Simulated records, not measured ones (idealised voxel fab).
voxel released beams: a process module
The cross-section on display is named cut; it measures 285 nm wide, and its cells are 5 nm squares.
Cross-section = grid of square cells, listed top down in bands; band = one or more rows.
Heads up on the band format: heights come first, top then bottom, in nm. After that it's the materials left to right, each with its width in nm. A single material flagged "all across" fills the whole band edge to edge, and "air" means there's empty space there.
Convention: height 0 is the level below which the wafer, as received, is all one material. The lowest band does not terminate at the bottom but continues downward, represented as "0 nm and below".
The width entry "30 to 40" should be interpreted row by row: the top row of cells in the band takes the first number, the bottom row takes the second number, and the change between adjacent rows is uniform throughout.
Key: "no modifications" - step with no changed cell in the cross-section.
"Catalogued sealed voids" - sealed voids, min. 8 cells, no opening to top; format: width x height at distance (distance from left edge; nm throughout).
The remark found on a step's line after its settings is issued by the simulator itself and pertains to that step.
"overlay nm", when on a step's line for a step with a mask, measures how far to the right of its planned place the mask lay; a negative measure means to the left.

THESE ARE THE STEPS WE PLANNED FOR THE PROCESS
1 RECEIVE (material Si)
2 CONFORMAL_DEP (material SiN; thk nm 5)
3 DIRECTIONAL_DEP (material SiO2; thk nm 10)
4 PATTERN (tone open; mask id ANCHOR; material resist; width nm 35; thk nm 15; overlay nm 0)
5 DIRECTIONAL_ETCH (etch materials SiO2; depth nm 10)
6 STRIP (etch materials resist)
7 CONFORMAL_DEP (material polySi; thk nm 15)
8 DIRECTIONAL_DEP (material aC; thk nm 10)
9 PATTERN (tone cover; mask id BEAM; material resist; width nm 115; thk nm 25; overlay nm -15)
10 DIRECTIONAL_ETCH (etch materials aC; depth nm 10)
11 STRIP (etch materials resist)
12 DIRECTIONAL_ETCH (etch materials polySi; depth nm 15)
13 STRIP (etch materials aC)
14 STRIP (etch materials SiO2)
Split variable: overlay nm, step 9. Plan value = first wafer. Wafers start alike.

THE FIRST OF SEVERAL WAFERS AS RECEIVED, SHOWN IN CROSS-SECTION; THIS IS ITS STATE AFTER STEP 1
	0 nm and below = Si all across
	Catalogued sealed voids: none

END OF MODULE, BY WAFER: MATERIAL-BY-MATERIAL CELL GAIN (+) OR LOSS (-) SINCE RECEIPT, THEN CLOSED VOIDS
overlay nm -15; +57 SiN; +81 polySi; Catalogued sealed voids: none
overlay nm -10; +57 SiN; +81 polySi; Catalogued sealed voids: none
overlay nm -5; +57 SiN; +81 polySi; Catalogued sealed voids: none
overlay nm 0; +57 SiN; +81 polySi; Catalogued sealed voids: none
overlay nm 5; +57 SiN; +81 polySi; Catalogued sealed voids: none
overlay nm 10; +57 SiN; +81 polySi; Catalogued sealed voids: none
overlay nm 15; +57 SiN; +81 polySi; Catalogued sealed voids: none
